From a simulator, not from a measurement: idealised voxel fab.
Module name: voxel released beams (process module)
The cross-section on display is named cut; it measures 175 nm wide, and its cells are 5 nm squares.
Throughout this document, each cross-section is represented as a grid of square cells and is presented as a sequence of bands enumerated from the top downward, where a band comprises one or more rows of cells. This entry defines a band. It first specifies the height of the band's top and the height of its bottom in nm, and then specifies the band's materials from left to right, stating each material with its width in nm. The word "everywhere" identifies a single material that fills the band from edge to edge, while the word "empty" identifies empty space. Heights are measured from 0, the level below which the as-received wafer is all one material; the lowest band has no bottom and continues downward, written as in "from 0 down". It should be noted that a width expressed as "30 to 40" varies in equal increments from row to row of cells within the band, taking the value of the first number at the top row and that of the second number at the bottom row. Where the words "no change occurred" appear for a step, the cross-section shows no cell changed by that step; every cell remained as before. Under "Enclosed void list" you'll find the enclosed gaps, the ones with no way out to the top, that are 8 cells or bigger; each reads width x height at distance, with distance counted from the left edge, everything in nm. Heads up: the bit after the settings on a step's line is the simulator's remark on that step. When a step includes a mask, the "overlay nm" setting on its line states how far to the right of its planned place that mask lay, and negative values state how far to the left.

## So here's the lineup of process steps we planned
| 1 | RECEIVE,material Si |
| 2 | CONFORMAL_DEP,material SiN,thk nm 10 |
| 3 | DIRECTIONAL_DEP,material SiO2,thk nm 15 |
| 4 | PATTERN,tone open,mask id ANCHOR,material resist,width nm 45,thk nm 20,overlay nm 0 |
| 5 | DIRECTIONAL_ETCH,etch materials SiO2,depth nm 15 |
| 6 | STRIP,etch materials resist |
| 7 | CONFORMAL_DEP,material W,thk nm 15 |
| 8 | MASKED_ETCH,tone cover,mask id BEAM,width nm 110,etch materials W,depth nm 15,overlay nm 0 |
| 9 | STRIP,etch materials SiO2 |

## First wafer, two in total, run as planned

## As-received state of the wafer in cross-section, equivalent to post-step 1
> from 0 down | Si everywhere
> Enclosed void list: none

## after step 2
> from 10 to 0 | SiN everywhere
> Beneath the level 0, the cross-section is identical to its previous state.

## after step 3
> from 25 to 10 | SiO2 everywhere
> Beneath the level 10, the cross-section is identical to its previous state.

## after step 4
> from 45 to 25 | resist=35, then empty=45, then resist=95
> Beneath the level 25, the cross-section is identical to its previous state.

## after step 5
> from 45 to 25 | resist=35, then empty=45, then resist=95
> from 25 to 10 | SiO2=35, then empty=45, then SiO2=95
> Beneath the level 10, the cross-section is identical to its previous state.

## after step 6
> from 25 to 10 | SiO2=35, then empty=45, then SiO2=95
> Beneath the level 10, the cross-section is identical to its previous state.

## after step 7
> from 40 to 25 | W=50, then empty=15, then W=110
> from 25 to 10 | SiO2=35, then W=45, then SiO2=95
> Beneath the level 10, the cross-section is identical to its previous state.

## after step 8
> from 40 to 25 | empty=30, then W=20, then empty=15, then W=75, then empty=35
> Beneath the level 25, the cross-section is identical to its previous state.

## after step 9
> from 40 to 25 | empty=30, then W=20, then empty=15, then W=75, then empty=35
> from 25 to 10 | empty=35, then W=45, then empty=95
> Beneath the level 10, the cross-section is identical to its previous state.

## Now the other wafer: same start, same recipe, but we messed up one thing when running it. Up to and including step 7 it's the same as the first one

## Cross-sectional view of the second wafer at the intended end time of process step 8
> from 40 to 25 | W=30, then empty=110, then W=35
> from 25 to 10 | SiO2=35, then W=15, then empty=15, then W=15, then SiO2=95
> Beneath the level 10, the cross-section is identical to its previous state.

## Cross-sectional view of the second wafer at the intended end time of process step 9
> from 25 to 10 | empty=35, then W=15, then empty=15, then W=15, then empty=95
> Beneath the level 10, the cross-section is identical to its previous state.
Run error: step 8 off recipe, ran as MASKED_ETCH,tone open,mask id BEAM,width nm 110,etch materials W,depth nm 15,overlay nm 0
Bottom line after processing is that, in cells, the second wafer is up or down on some materials versus the first: -66 W
